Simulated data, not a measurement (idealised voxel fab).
The name of this process module is voxel gate over fins.
Displayed cross-section: cut, width of 280 nm, square cells sized 5 nm.
How to read a cross-section here: the picture is a grid of square cells, written as bands going from the top down, and any band can span one or more rows of cells. Basically the band line says how high the top is and how high the bottom is, in nm, and then what's in it from left to right, every material with its width in nm. Empty space shows up as "air", and if a single material carries "edge to edge" it runs the full band edge to edge. A quick word on heights: they are counted from 0, and under that level the wafer as it came to us is one material throughout. The lowest band is different from the rest in having no bottom; it simply continues downward, written as in "0..down". A two-number width, for instance "30->40", indicates that the width is equal to the first number in the top row of the band and to the second number in the bottom row, and that it changes by a constant amount per row of cells. For the purposes of this document, the phrase "no alteration" attached to a step denotes that no cell within the cross-section was modified by that step. "Closed void inventory" - sealed voids, min. 8 cells, no opening to top; format: width x height at distance (distance from left edge; nm throughout). It should be noted that, on the line of a given step, the content following the step's settings is a remark produced by the simulator itself with respect to that step. The line of a step may include "overlay nm". On a step with a mask, this value is how far to the right of its planned place the mask lay. A negative value means the mask lay to the left. Read the rest as pairs. Take the cross-section before one process step, then the cross-section after it, which shows only down to the lowest band that changed. Under the pair, find the step between them and its settings. Bear in mind that pairs may come from different runs of this module on the same starting wafer: link a pair to the pair above it only where its entry headed "Preceding state" says to.

[Preceding state]
10..5  40 nm air / 35 nm TiN / 20 nm air / 35 nm TiN / 20 nm air / 35 nm TiN / 20 nm air / 35 nm TiN / 40 nm air
5..0  40 nm air / 5 nm TiN / 25 nm HfO2 / 5 nm TiN / 20 nm air / 5 nm TiN / 25 nm HfO2 / 5 nm TiN / 20 nm air / 5 nm TiN / 25 nm HfO2 / 5 nm TiN / 20 nm air / 5 nm TiN / 25 nm HfO2 / 5 nm TiN / 40 nm air
0..-10  40 nm air / 5 nm TiN / 5 nm HfO2 / 15 nm Si / 5 nm HfO2 / 5 nm TiN / 20 nm air / 5 nm TiN / 5 nm HfO2 / 15 nm Si / 5 nm HfO2 / 5 nm TiN / 20 nm air / 5 nm TiN / 5 nm HfO2 / 15 nm Si / 5 nm HfO2 / 5 nm TiN / 20 nm air / 5 nm TiN / 5 nm HfO2 / 15 nm Si / 5 nm HfO2 / 5 nm TiN / 40 nm air
-10..-20  40 nm air / 5 nm TiN / 5 nm HfO2 / 15 nm Si / 5->30 nm HfO2 / 30->5 nm TiN / 5 nm HfO2 / 15 nm Si / 5 nm HfO2 / 5 nm TiN / 20 nm air / 5 nm TiN / 5 nm HfO2 / 15 nm Si / 5 nm HfO2 / 5 nm TiN / 20 nm air / 5 nm TiN / 5 nm HfO2 / 15 nm Si / 5 nm HfO2 / 5 nm TiN / 40 nm air
-20..-30  40 nm air / 5 nm TiN / 5 nm HfO2 / 15 nm Si / 10 nm HfO2 / 5 nm TiN / 5 nm Ru / 5 nm TiN / 5 nm HfO2 / 5 nm TiN / 5 nm HfO2 / 15 nm Si / 5 nm HfO2 / 5 nm TiN / 20 nm air / 5 nm TiN / 5 nm HfO2 / 15 nm Si / 5 nm HfO2 / 5 nm TiN / 20 nm air / 5 nm TiN / 5 nm HfO2 / 15 nm Si / 5 nm HfO2 / 5 nm TiN / 40 nm air
-30..-35  45 nm TiN / 5 nm HfO2 / 15 nm Si / 10 nm HfO2 / 15 nm TiN / 5 nm HfO2 / 5 nm TiN / 5 nm HfO2 / 15 nm Si / 5 nm HfO2 / 30 nm TiN / 5 nm HfO2 / 15 nm Si / 5 nm HfO2 / 30 nm TiN / 5 nm HfO2 / 15 nm Si / 5 nm HfO2 / 45 nm TiN
-35..-40  50 nm HfO2 / 15 nm Si / 15 nm HfO2 / 5 nm SiO2 / 20 nm HfO2 / 15 nm Si / 40 nm HfO2 / 15 nm Si / 40 nm HfO2 / 15 nm Si / 50 nm HfO2
-40..down  Si edge to edge
Closed void inventory: none

[Post-Step Geometry]
15..10  35 nm air / 45 nm TiAl / 10 nm air / 45 nm TiAl / 10 nm air / 45 nm TiAl / 10 nm air / 45 nm TiAl / 35 nm air
10..5  35 nm air / 5 nm TiAl / 35 nm TiN / 5 nm TiAl / 10 nm air / 5 nm TiAl / 35 nm TiN / 5 nm TiAl / 10 nm air / 5 nm TiAl / 35 nm TiN / 5 nm TiAl / 10 nm air / 5 nm TiAl / 35 nm TiN / 5 nm TiAl / 35 nm air
5..0  35 nm air / 5 nm TiAl / 5 nm TiN / 25 nm HfO2 / 5 nm TiN / 5 nm TiAl / 10 nm air / 5 nm TiAl / 5 nm TiN / 25 nm HfO2 / 5 nm TiN / 5 nm TiAl / 10 nm air / 5 nm TiAl / 5 nm TiN / 25 nm HfO2 / 5 nm TiN / 5 nm TiAl / 10 nm air / 5 nm TiAl / 5 nm TiN / 25 nm HfO2 / 5 nm TiN / 5 nm TiAl / 35 nm air
0..-5  35 nm air / 5 nm TiAl / 5 nm TiN / 5 nm HfO2 / 15 nm Si / 5 nm HfO2 / 5 nm TiN / 5 nm TiAl / 10 nm air / 5 nm TiAl / 5 nm TiN / 5 nm HfO2 / 15 nm Si / 5 nm HfO2 / 5 nm TiN / 5 nm TiAl / 10 nm air / 5 nm TiAl / 5 nm TiN / 5 nm HfO2 / 15 nm Si / 5 nm HfO2 / 5 nm TiN / 5 nm TiAl / 10 nm air / 5 nm TiAl / 5 nm TiN / 5 nm HfO2 / 15 nm Si / 5 nm HfO2 / 5 nm TiN / 5 nm TiAl / 35 nm air
-5..-10  35 nm air / 5 nm TiAl / 5 nm TiN / 5 nm HfO2 / 15 nm Si / 5 nm HfO2 / 5 nm TiN / 20 nm TiAl / 5 nm TiN / 5 nm HfO2 / 15 nm Si / 5 nm HfO2 / 5 nm TiN / 5 nm TiAl / 10 nm air / 5 nm TiAl / 5 nm TiN / 5 nm HfO2 / 15 nm Si / 5 nm HfO2 / 5 nm TiN / 5 nm TiAl / 10 nm air / 5 nm TiAl / 5 nm TiN / 5 nm HfO2 / 15 nm Si / 5 nm HfO2 / 5 nm TiN / 5 nm TiAl / 35 nm air
-10..-20  35 nm air / 5 nm TiAl / 5 nm TiN / 5 nm HfO2 / 15 nm Si / 5->30 nm HfO2 / 30->5 nm TiN / 5 nm HfO2 / 15 nm Si / 5 nm HfO2 / 5 nm TiN / 5 nm TiAl / 10 nm air / 5 nm TiAl / 5 nm TiN / 5 nm HfO2 / 15 nm Si / 5 nm HfO2 / 5 nm TiN / 5 nm TiAl / 10 nm air / 5 nm TiAl / 5 nm TiN / 5 nm HfO2 / 15 nm Si / 5 nm HfO2 / 5 nm TiN / 5 nm TiAl / 35 nm air
-20..-25  35 nm air / 5 nm TiAl / 5 nm TiN / 5 nm HfO2 / 15 nm Si / 10 nm HfO2 / 5 nm TiN / 5 nm Ru / 5 nm TiN / 5 nm HfO2 / 5 nm TiN / 5 nm HfO2 / 15 nm Si / 5 nm HfO2 / 5 nm TiN / 5 nm TiAl / 10 nm air / 5 nm TiAl / 5 nm TiN / 5 nm HfO2 / 15 nm Si / 5 nm HfO2 / 5 nm TiN / 5 nm TiAl / 10 nm air / 5 nm TiAl / 5 nm TiN / 5 nm HfO2 / 15 nm Si / 5 nm HfO2 / 5 nm TiN / 5 nm TiAl / 35 nm air
-25..-30  40 nm TiAl / 5 nm TiN / 5 nm HfO2 / 15 nm Si / 10 nm HfO2 / 5 nm TiN / 5 nm Ru / 5 nm TiN / 5 nm HfO2 / 5 nm TiN / 5 nm HfO2 / 15 nm Si / 5 nm HfO2 / 5 nm TiN / 20 nm TiAl / 5 nm TiN / 5 nm HfO2 / 15 nm Si / 5 nm HfO2 / 5 nm TiN / 20 nm TiAl / 5 nm TiN / 5 nm HfO2 / 15 nm Si / 5 nm HfO2 / 5 nm TiN / 40 nm TiAl
Everything below -30 is unchanged.
Closed void inventory: none
Going from one cross-section above to the next, the wafer undergoes CONFORMAL_DEP (material TiAl; thk nm 5)

Preceding state: The pre-step condition corresponds to the post-step cross-section depicted in the pair directly above.

[Post-Step Geometry]
20..15  30 nm air / 220 nm TiN / 30 nm air
15..10  30 nm air / 5 nm TiN / 45 nm TiAl / 10 nm TiN / 45 nm TiAl / 10 nm TiN / 45 nm TiAl / 10 nm TiN / 45 nm TiAl / 5 nm TiN / 30 nm air
10..5  30 nm air / 5 nm TiN / 5 nm TiAl / 35 nm TiN / 5 nm TiAl / 10 nm TiN / 5 nm TiAl / 35 nm TiN / 5 nm TiAl / 10 nm TiN / 5 nm TiAl / 35 nm TiN / 5 nm TiAl / 10 nm TiN / 5 nm TiAl / 35 nm TiN / 5 nm TiAl / 5 nm TiN / 30 nm air
5..0  30 nm air / 5 nm TiN / 5 nm TiAl / 5 nm TiN / 25 nm HfO2 / 5 nm TiN / 5 nm TiAl / 10 nm TiN / 5 nm TiAl / 5 nm TiN / 25 nm HfO2 / 5 nm TiN / 5 nm TiAl / 10 nm TiN / 5 nm TiAl / 5 nm TiN / 25 nm HfO2 / 5 nm TiN / 5 nm TiAl / 10 nm TiN / 5 nm TiAl / 5 nm TiN / 25 nm HfO2 / 5 nm TiN / 5 nm TiAl / 5 nm TiN / 30 nm air
0..-5  30 nm air / 5 nm TiN / 5 nm TiAl / 5 nm TiN / 5 nm HfO2 / 15 nm Si / 5 nm HfO2 / 5 nm TiN / 5 nm TiAl / 10 nm TiN / 5 nm TiAl / 5 nm TiN / 5 nm HfO2 / 15 nm Si / 5 nm HfO2 / 5 nm TiN / 5 nm TiAl / 10 nm TiN / 5 nm TiAl / 5 nm TiN / 5 nm HfO2 / 15 nm Si / 5 nm HfO2 / 5 nm TiN / 5 nm TiAl / 10 nm TiN / 5 nm TiAl / 5 nm TiN / 5 nm HfO2 / 15 nm Si / 5 nm HfO2 / 5 nm TiN / 5 nm TiAl / 5 nm TiN / 30 nm air
-5..-10  30 nm air / 5 nm TiN / 5 nm TiAl / 5 nm TiN / 5 nm HfO2 / 15 nm Si / 5 nm HfO2 / 5 nm TiN / 20 nm TiAl / 5 nm TiN / 5 nm HfO2 / 15 nm Si / 5 nm HfO2 / 5 nm TiN / 5 nm TiAl / 10 nm TiN / 5 nm TiAl / 5 nm TiN / 5 nm HfO2 / 15 nm Si / 5 nm HfO2 / 5 nm TiN / 5 nm TiAl / 10 nm TiN / 5 nm TiAl / 5 nm TiN / 5 nm HfO2 / 15 nm Si / 5 nm HfO2 / 5 nm TiN / 5 nm TiAl / 5 nm TiN / 30 nm air
-10..-20  30 nm air / 5 nm TiN / 5 nm TiAl / 5 nm TiN / 5 nm HfO2 / 15 nm Si / 5->30 nm HfO2 / 30->5 nm TiN / 5 nm HfO2 / 15 nm Si / 5 nm HfO2 / 5 nm TiN / 5 nm TiAl / 10 nm TiN / 5 nm TiAl / 5 nm TiN / 5 nm HfO2 / 15 nm Si / 5 nm HfO2 / 5 nm TiN / 5 nm TiAl / 10 nm TiN / 5 nm TiAl / 5 nm TiN / 5 nm HfO2 / 15 nm Si / 5 nm HfO2 / 5 nm TiN / 5 nm TiAl / 5 nm TiN / 30 nm air
-20..-25  35 nm TiN / 5 nm TiAl / 5 nm TiN / 5 nm HfO2 / 15 nm Si / 10 nm HfO2 / 5 nm TiN / 5 nm Ru / 5 nm TiN / 5 nm HfO2 / 5 nm TiN / 5 nm HfO2 / 15 nm Si / 5 nm HfO2 / 5 nm TiN / 5 nm TiAl / 10 nm TiN / 5 nm TiAl / 5 nm TiN / 5 nm HfO2 / 15 nm Si / 5 nm HfO2 / 5 nm TiN / 5 nm TiAl / 10 nm TiN / 5 nm TiAl / 5 nm TiN / 5 nm HfO2 / 15 nm Si / 5 nm HfO2 / 5 nm TiN / 5 nm TiAl / 35 nm TiN
Everything below -25 is unchanged.
Closed void inventory: none
Going from one cross-section above to the next, the wafer undergoes CONFORMAL_DEP (material TiN; thk nm 5)

Preceding state: The pre-step condition corresponds to the post-step cross-section depicted in the pair directly above.

[Post-Step Geometry]
35..20  W edge to edge
20..15  30 nm W / 220 nm TiN / 30 nm W
15..10  30 nm W / 5 nm TiN / 45 nm TiAl / 10 nm TiN / 45 nm TiAl / 10 nm TiN / 45 nm TiAl / 10 nm TiN / 45 nm TiAl / 5 nm TiN / 30 nm W
10..5  30 nm W / 5 nm TiN / 5 nm TiAl / 35 nm TiN / 5 nm TiAl / 10 nm TiN / 5 nm TiAl / 35 nm TiN / 5 nm TiAl / 10 nm TiN / 5 nm TiAl / 35 nm TiN / 5 nm TiAl / 10 nm TiN / 5 nm TiAl / 35 nm TiN / 5 nm TiAl / 5 nm TiN / 30 nm W
5..0  30 nm W / 5 nm TiN / 5 nm TiAl / 5 nm TiN / 25 nm HfO2 / 5 nm TiN / 5 nm TiAl / 10 nm TiN / 5 nm TiAl / 5 nm TiN / 25 nm HfO2 / 5 nm TiN / 5 nm TiAl / 10 nm TiN / 5 nm TiAl / 5 nm TiN / 25 nm HfO2 / 5 nm TiN / 5 nm TiAl / 10 nm TiN / 5 nm TiAl / 5 nm TiN / 25 nm HfO2 / 5 nm TiN / 5 nm TiAl / 5 nm TiN / 30 nm W
0..-5  30 nm W / 5 nm TiN / 5 nm TiAl / 5 nm TiN / 5 nm HfO2 / 15 nm Si / 5 nm HfO2 / 5 nm TiN / 5 nm TiAl / 10 nm TiN / 5 nm TiAl / 5 nm TiN / 5 nm HfO2 / 15 nm Si / 5 nm HfO2 / 5 nm TiN / 5 nm TiAl / 10 nm TiN / 5 nm TiAl / 5 nm TiN / 5 nm HfO2 / 15 nm Si / 5 nm HfO2 / 5 nm TiN / 5 nm TiAl / 10 nm TiN / 5 nm TiAl / 5 nm TiN / 5 nm HfO2 / 15 nm Si / 5 nm HfO2 / 5 nm TiN / 5 nm TiAl / 5 nm TiN / 30 nm W
-5..-10  30 nm W / 5 nm TiN / 5 nm TiAl / 5 nm TiN / 5 nm HfO2 / 15 nm Si / 5 nm HfO2 / 5 nm TiN / 20 nm TiAl / 5 nm TiN / 5 nm HfO2 / 15 nm Si / 5 nm HfO2 / 5 nm TiN / 5 nm TiAl / 10 nm TiN / 5 nm TiAl / 5 nm TiN / 5 nm HfO2 / 15 nm Si / 5 nm HfO2 / 5 nm TiN / 5 nm TiAl / 10 nm TiN / 5 nm TiAl / 5 nm TiN / 5 nm HfO2 / 15 nm Si / 5 nm HfO2 / 5 nm TiN / 5 nm TiAl / 5 nm TiN / 30 nm W
-10..-20  30 nm W / 5 nm TiN / 5 nm TiAl / 5 nm TiN / 5 nm HfO2 / 15 nm Si / 5->30 nm HfO2 / 30->5 nm TiN / 5 nm HfO2 / 15 nm Si / 5 nm HfO2 / 5 nm TiN / 5 nm TiAl / 10 nm TiN / 5 nm TiAl / 5 nm TiN / 5 nm HfO2 / 15 nm Si / 5 nm HfO2 / 5 nm TiN / 5 nm TiAl / 10 nm TiN / 5 nm TiAl / 5 nm TiN / 5 nm HfO2 / 15 nm Si / 5 nm HfO2 / 5 nm TiN / 5 nm TiAl / 5 nm TiN / 30 nm W
Everything below -20 is unchanged.
Closed void inventory: none
Going from one cross-section above to the next, the wafer undergoes FILL_DEP (material W; thk nm 15)

Preceding state: The pre-step condition corresponds to the post-step cross-section depicted in the pair directly above.

[Post-Step Geometry]
30..20  W edge to edge
Everything below 20 is unchanged.
Closed void inventory: none
Going from one cross-section above to the next, the wafer undergoes CMP (height nm 30)

Preceding state: The pre-step condition corresponds to the post-step cross-section depicted in the pair directly above.

[Post-Step Geometry]
40..30  SiN edge to edge
Everything below 30 is unchanged.
Closed void inventory: none
Going from one cross-section above to the next, the wafer undergoes CONFORMAL_DEP (material SiN; thk nm 10)

[Preceding state]
15..5  35 nm air / 45 nm TiN / 10 nm air / 45 nm TiN / 10 nm air / 45 nm TiN / 10 nm air / 45 nm TiN / 35 nm air
5..0  35 nm air / 10 nm TiN / 25 nm HfO2 / 10 nm TiN / 10 nm air / 10 nm TiN / 25 nm HfO2 / 10 nm TiN / 10 nm air / 10 nm TiN / 25 nm HfO2 / 10 nm TiN / 10 nm air / 10 nm TiN / 25 nm HfO2 / 10 nm TiN / 35 nm air
0..-10  45 nm TiN / 5 nm HfO2 / 15 nm Si / 5 nm HfO2 / 30 nm TiN / 5 nm HfO2 / 15 nm Si / 5 nm HfO2 / 30 nm TiN / 5 nm HfO2 / 15 nm Si / 5 nm HfO2 / 30 nm TiN / 5 nm HfO2 / 15 nm Si / 5 nm HfO2 / 45 nm TiN
-10..-15  50 nm HfO2 / 15 nm Si / 40 nm HfO2 / 15 nm Si / 40 nm HfO2 / 15 nm Si / 40 nm HfO2 / 15 nm Si / 50 nm HfO2
-15..-20  50 nm SiO2 / 15 nm Si / 40 nm SiO2 / 15 nm Si / 40 nm SiO2 / 15 nm Si / 40 nm SiO2 / 15 nm Si / 50 nm SiO2
-20..-30  50 nm SiO2 / 15 nm Si / 10 nm SiO2 / 5 nm TiN / 5 nm Ru / 5 nm TiN / 15 nm SiO2 / 15 nm Si / 40 nm SiO2 / 15 nm Si / 40 nm SiO2 / 15 nm Si / 50 nm SiO2
-30..-35  50 nm SiO2 / 15 nm Si / 10 nm SiO2 / 15 nm TiN / 15 nm SiO2 / 15 nm Si / 40 nm SiO2 / 15 nm Si / 40 nm SiO2 / 15 nm Si / 50 nm SiO2
-35..-40  50 nm SiO2 / 15 nm Si / 40 nm SiO2 / 15 nm Si / 40 nm SiO2 / 15 nm Si / 40 nm SiO2 / 15 nm Si / 50 nm SiO2
-40..down  Si edge to edge
Closed void inventory: none

[Post-Step Geometry]
20..15  30 nm air / 220 nm TiAl / 30 nm air
15..5  30 nm air / 5 nm TiAl / 45 nm TiN / 10 nm TiAl / 45 nm TiN / 10 nm TiAl / 45 nm TiN / 10 nm TiAl / 45 nm TiN / 5 nm TiAl / 30 nm air
5..0  35 nm TiAl / 10 nm TiN / 25 nm HfO2 / 10 nm TiN / 10 nm TiAl / 10 nm TiN / 25 nm HfO2 / 10 nm TiN / 10 nm TiAl / 10 nm TiN / 25 nm HfO2 / 10 nm TiN / 10 nm TiAl / 10 nm TiN / 25 nm HfO2 / 10 nm TiN / 35 nm TiAl
Everything below 0 is unchanged.
Closed void inventory: none
Going from one cross-section above to the next, the wafer undergoes CONFORMAL_DEP (material TiAl; thk nm 5)

Preceding state: The pre-step condition corresponds to the post-step cross-section depicted in the pair directly above.

[Post-Step Geometry]
35..20  W edge to edge
20..15  30 nm W / 220 nm TiAl / 30 nm W
15..5  30 nm W / 5 nm TiAl / 45 nm TiN / 10 nm TiAl / 45 nm TiN / 10 nm TiAl / 45 nm TiN / 10 nm TiAl / 45 nm TiN / 5 nm TiAl / 30 nm W
Everything below 5 is unchanged.
Closed void inventory: none
Going from one cross-section above to the next, the wafer undergoes FILL_DEP (material W; thk nm 15)

Preceding state: The pre-step condition corresponds to the post-step cross-section depicted in the pair directly above.

[Post-Step Geometry]
30..20  W edge to edge
Everything below 20 is unchanged.
Closed void inventory: none
Going from one cross-section above to the next, the wafer undergoes CMP (height nm 30)

Preceding state: The pre-step condition corresponds to the post-step cross-section depicted in the pair directly above.

[Post-Step Geometry]
40..30  SiN edge to edge
Everything below 30 is unchanged.
Closed void inventory: none
Going from one cross-section above to the next, the wafer undergoes CONFORMAL_DEP (material SiN; thk nm 10)

[Preceding state]
10..0  50 nm SiO2 / 15 nm SiN / 40 nm SiO2 / 15 nm SiN / 40 nm SiO2 / 15 nm SiN / 40 nm SiO2 / 15 nm SiN / 50 nm SiO2
0..-20  50 nm SiO2 / 15 nm Si / 40 nm SiO2 / 15 nm Si / 40 nm SiO2 / 15 nm Si / 40 nm SiO2 / 15 nm Si / 50 nm SiO2
-20..-30  50 nm SiO2 / 15 nm Si / 10 nm SiO2 / 5 nm TiN / 5 nm Ru / 5 nm TiN / 15 nm SiO2 / 15 nm Si / 40 nm SiO2 / 15 nm Si / 40 nm SiO2 / 15 nm Si / 50 nm SiO2
-30..-35  50 nm SiO2 / 15 nm Si / 10 nm SiO2 / 15 nm TiN / 15 nm SiO2 / 15 nm Si / 40 nm SiO2 / 15 nm Si / 40 nm SiO2 / 15 nm Si / 50 nm SiO2
-35..-40  50 nm SiO2 / 15 nm Si / 40 nm SiO2 / 15 nm Si / 40 nm SiO2 / 15 nm Si / 40 nm SiO2 / 15 nm Si / 50 nm SiO2
-40..down  Si edge to edge
Closed void inventory: none

[Post-Step Geometry]
10..0  50 nm air / 15 nm SiN / 40 nm air / 15 nm SiN / 40 nm air / 15 nm SiN / 40 nm air / 15 nm SiN / 50 nm air
0..-5  50 nm air / 15 nm Si / 40 nm air / 15 nm Si / 40 nm air / 15 nm Si / 40 nm air / 15 nm Si / 50 nm air
Everything below -5 is unchanged.
Closed void inventory: none
Going from one cross-section above to the next, the wafer undergoes SELECTIVE_ETCH (etch materials SiO2; depth nm 15)

Preceding state: The pre-step condition corresponds to the post-step cross-section depicted in the pair directly above.

[Post-Step Geometry]
0..-5  50 nm air / 15 nm Si / 40 nm air / 15 nm Si / 40 nm air / 15 nm Si / 40 nm air / 15 nm Si / 50 nm air
Everything below -5 is unchanged.
Closed void inventory: none
Going from one cross-section above to the next, the wafer undergoes STRIP (etch materials SiN)

Preceding state: The pre-step condition corresponds to the post-step cross-section depicted in the pair directly above.

[Post-Step Geometry]
5..0  45 nm air / 25 nm HfO2 / 30 nm air / 25 nm HfO2 / 30 nm air / 25 nm HfO2 / 30 nm air / 25 nm HfO2 / 45 nm air
0..-5  50 nm HfO2 / 15 nm Si / 40 nm HfO2 / 15 nm Si / 40 nm HfO2 / 15 nm Si / 40 nm HfO2 / 15 nm Si / 50 nm HfO2
Everything below -5 is unchanged.
Closed void inventory: none
Going from one cross-section above to the next, the wafer undergoes CONFORMAL_DEP (material HfO2; thk nm 5)

Preceding state: The pre-step condition corresponds to the post-step cross-section depicted in the pair directly above.

[Post-Step Geometry]
10..5  40 nm air / 35 nm TiN / 20 nm air / 35 nm TiN / 20 nm air / 35 nm TiN / 20 nm air / 35 nm TiN / 40 nm air
5..0  45 nm TiN / 25 nm HfO2 / 30 nm TiN / 25 nm HfO2 / 30 nm TiN / 25 nm HfO2 / 30 nm TiN / 25 nm HfO2 / 45 nm TiN
Everything below 0 is unchanged.
Closed void inventory: none
Going from one cross-section above to the next, the wafer undergoes CONFORMAL_DEP (material TiN; thk nm 5)

Preceding state: The pre-step condition corresponds to the post-step cross-section depicted in the pair directly above.

[Post-Step Geometry]
15..10  35 nm air / 45 nm TiAl / 10 nm air / 45 nm TiAl / 10 nm air / 45 nm TiAl / 10 nm air / 45 nm TiAl / 35 nm air
10..5  40 nm TiAl / 35 nm TiN / 20 nm TiAl / 35 nm TiN / 20 nm TiAl / 35 nm TiN / 20 nm TiAl / 35 nm TiN / 40 nm TiAl
Everything below 5 is unchanged.
Closed void inventory: none
Going from one cross-section above to the next, the wafer undergoes CONFORMAL_DEP (material TiAl; thk nm 5)

Preceding state: The pre-step condition corresponds to the post-step cross-section depicted in the pair directly above.

[Post-Step Geometry]
20..15  30 nm air / 220 nm TiN / 30 nm air
15..10  35 nm TiN / 45 nm TiAl / 10 nm TiN / 45 nm TiAl / 10 nm TiN / 45 nm TiAl / 10 nm TiN / 45 nm TiAl / 35 nm TiN
Everything below 10 is unchanged.
Closed void inventory: none
Going from one cross-section above to the next, the wafer undergoes CONFORMAL_DEP (material TiN; thk nm 5)

Preceding state: The pre-step condition corresponds to the post-step cross-section depicted in the pair directly above.

[Post-Step Geometry]
35..20  W edge to edge
20..15  30 nm W / 220 nm TiN / 30 nm W
Everything below 15 is unchanged.
Closed void inventory: none
Going from one cross-section above to the next, the wafer undergoes FILL_DEP (material W; thk nm 15)

Preceding state: The pre-step condition corresponds to the post-step cross-section depicted in the pair directly above.

[Post-Step Geometry]
30..20  W edge to edge
Everything below 20 is unchanged.
Closed void inventory: none
Going from one cross-section above to the next, the wafer undergoes CMP (height nm 30)

Preceding state: The pre-step condition corresponds to the post-step cross-section depicted in the pair directly above.

[Post-Step Geometry]
40..30  SiN edge to edge
Everything below 30 is unchanged.
Closed void inventory: none
Going from one cross-section above to the next, the wafer undergoes CONFORMAL_DEP (material SiN; thk nm 10)

[Preceding state]
20..10  aC edge to edge
10..0  50 nm SiO2 / 15 nm SiN / 40 nm SiO2 / 15 nm SiN / 40 nm SiO2 / 15 nm SiN / 40 nm SiO2 / 15 nm SiN / 50 nm SiO2
0..-40  50 nm SiO2 / 15 nm Si / 40 nm SiO2 / 15 nm Si / 40 nm SiO2 / 15 nm Si / 40 nm SiO2 / 15 nm Si / 50 nm SiO2
-40..down  Si edge to edge
Closed void inventory: none

[Post-Step Geometry]
45..20  75 nm resist / 20 nm air / 185 nm resist
Everything below 20 is unchanged.
Closed void inventory: none
Going from one cross-section above to the next, the wafer undergoes PATTERN (tone open; mask id RAIL; material resist; width nm 20; thk nm 25; overlay nm 0)

Preceding state: The pre-step condition corresponds to the post-step cross-section depicted in the pair directly above.

[Post-Step Geometry]
35..20  75 nm resist / 20 nm air / 185 nm resist
20..10  75 nm aC / 20 nm air / 185 nm aC
Everything below 10 is unchanged.
Closed void inventory: none
Going from one cross-section above to the next, the wafer undergoes DIRECTIONAL_ETCH (etch materials aC; depth nm 10)

Preceding state: The pre-step condition corresponds to the post-step cross-section depicted in the pair directly above.

[Post-Step Geometry]
20..10  75 nm aC / 20 nm air / 185 nm aC
Everything below 10 is unchanged.
Closed void inventory: none
Going from one cross-section above to the next, the wafer undergoes STRIP (etch materials resist)

Preceding state: The pre-step condition corresponds to the post-step cross-section depicted in the pair directly above.

[Post-Step Geometry]
20..10  75 nm aC / 20 nm air / 185 nm aC
10..0  50 nm SiO2 / 15 nm SiN / 10 nm SiO2 / 20 nm air / 10 nm SiO2 / 15 nm SiN / 40 nm SiO2 / 15 nm SiN / 40 nm SiO2 / 15 nm SiN / 50 nm SiO2
0..-35  50 nm SiO2 / 15 nm Si / 10 nm SiO2 / 20 nm air / 10 nm SiO2 / 15 nm Si / 40 nm SiO2 / 15 nm Si / 40 nm SiO2 / 15 nm Si / 50 nm SiO2
Everything below -35 is unchanged.
Closed void inventory: none
Going from one cross-section above to the next, the wafer undergoes DIRECTIONAL_ETCH (etch materials SiO2; depth nm 45)

Preceding state: The pre-step condition corresponds to the post-step cross-section depicted in the pair directly above.

[Post-Step Geometry]
10..0  50 nm SiO2 / 15 nm SiN / 10 nm SiO2 / 20 nm air / 10 nm SiO2 / 15 nm SiN / 40 nm SiO2 / 15 nm SiN / 40 nm SiO2 / 15 nm SiN / 50 nm SiO2
Everything below 0 is unchanged.
Closed void inventory: none
Going from one cross-section above to the next, the wafer undergoes STRIP (etch materials aC)

Preceding state: The pre-step condition corresponds to the post-step cross-section depicted in the pair directly above.

[Post-Step Geometry]
15..10  80 nm TiN / 10 nm air / 190 nm TiN
10..0  50 nm SiO2 / 15 nm SiN / 10 nm SiO2 / 5 nm TiN / 10 nm air / 5 nm TiN / 10 nm SiO2 / 15 nm SiN / 40 nm SiO2 / 15 nm SiN / 40 nm SiO2 / 15 nm SiN / 50 nm SiO2
0..-30  50 nm SiO2 / 15 nm Si / 10 nm SiO2 / 5 nm TiN / 10 nm air / 5 nm TiN / 10 nm SiO2 / 15 nm Si / 40 nm SiO2 / 15 nm Si / 40 nm SiO2 / 15 nm Si / 50 nm SiO2
-30..-35  50 nm SiO2 / 15 nm Si / 10 nm SiO2 / 20 nm TiN / 10 nm SiO2 / 15 nm Si / 40 nm SiO2 / 15 nm Si / 40 nm SiO2 / 15 nm Si / 50 nm SiO2
Everything below -35 is unchanged.
Closed void inventory: none
Going from one cross-section above to the next, the wafer undergoes CONFORMAL_DEP (material TiN; thk nm 5)

Preceding state: The pre-step condition corresponds to the post-step cross-section depicted in the pair directly above.

[Post-Step Geometry]
20..15  Ru edge to edge
15..10  80 nm TiN / 10 nm Ru / 190 nm TiN
10..0  50 nm SiO2 / 15 nm SiN / 10 nm SiO2 / 5 nm TiN / 10 nm Ru / 5 nm TiN / 10 nm SiO2 / 15 nm SiN / 40 nm SiO2 / 15 nm SiN / 40 nm SiO2 / 15 nm SiN / 50 nm SiO2
0..-30  50 nm SiO2 / 15 nm Si / 10 nm SiO2 / 5 nm TiN / 10 nm Ru / 5 nm TiN / 10 nm SiO2 / 15 nm Si / 40 nm SiO2 / 15 nm Si / 40 nm SiO2 / 15 nm Si / 50 nm SiO2
Everything below -30 is unchanged.
Closed void inventory: none
Going from one cross-section above to the next, the wafer undergoes FILL_DEP (material Ru; thk nm 5)

Preceding state: The pre-step condition corresponds to the post-step cross-section depicted in the pair directly above.

[Post-Step Geometry]
10..0  50 nm SiO2 / 15 nm SiN / 10 nm SiO2 / 5 nm TiN / 10 nm Ru / 5 nm TiN / 10 nm SiO2 / 15 nm SiN / 40 nm SiO2 / 15 nm SiN / 40 nm SiO2 / 15 nm SiN / 50 nm SiO2
Everything below 0 is unchanged.
Closed void inventory: none
Going from one cross-section above to the next, the wafer undergoes CMP (height nm 10)

Preceding state: The pre-step condition corresponds to the post-step cross-section depicted in the pair directly above.

[Post-Step Geometry]
10..0  50 nm SiO2 / 15 nm SiN / 10 nm SiO2 / 20 nm air / 10 nm SiO2 / 15 nm SiN / 40 nm SiO2 / 15 nm SiN / 40 nm SiO2 / 15 nm SiN / 50 nm SiO2
0..-20  50 nm SiO2 / 15 nm Si / 10 nm SiO2 / 20 nm air / 10 nm SiO2 / 15 nm Si / 40 nm SiO2 / 15 nm Si / 40 nm SiO2 / 15 nm Si / 50 nm SiO2
Everything below -20 is unchanged.
Closed void inventory: none
Going from one cross-section above to the next, the wafer undergoes SELECTIVE_ETCH (etch materials W Ru TiN; depth nm 30)

Preceding state: The pre-step condition corresponds to the post-step cross-section depicted in the pair directly above.

[Post-Step Geometry]
15..10  SiO2 edge to edge
10..0  50 nm SiO2 / 15 nm SiN / 40 nm SiO2 / 15 nm SiN / 40 nm SiO2 / 15 nm SiN / 40 nm SiO2 / 15 nm SiN / 50 nm SiO2
0..-20  50 nm SiO2 / 15 nm Si / 40 nm SiO2 / 15 nm Si / 40 nm SiO2 / 15 nm Si / 40 nm SiO2 / 15 nm Si / 50 nm SiO2
Everything below -20 is unchanged.
Closed void inventory: none
Going from one cross-section above to the next, the wafer undergoes FILL_DEP (material SiO2; thk nm 5)
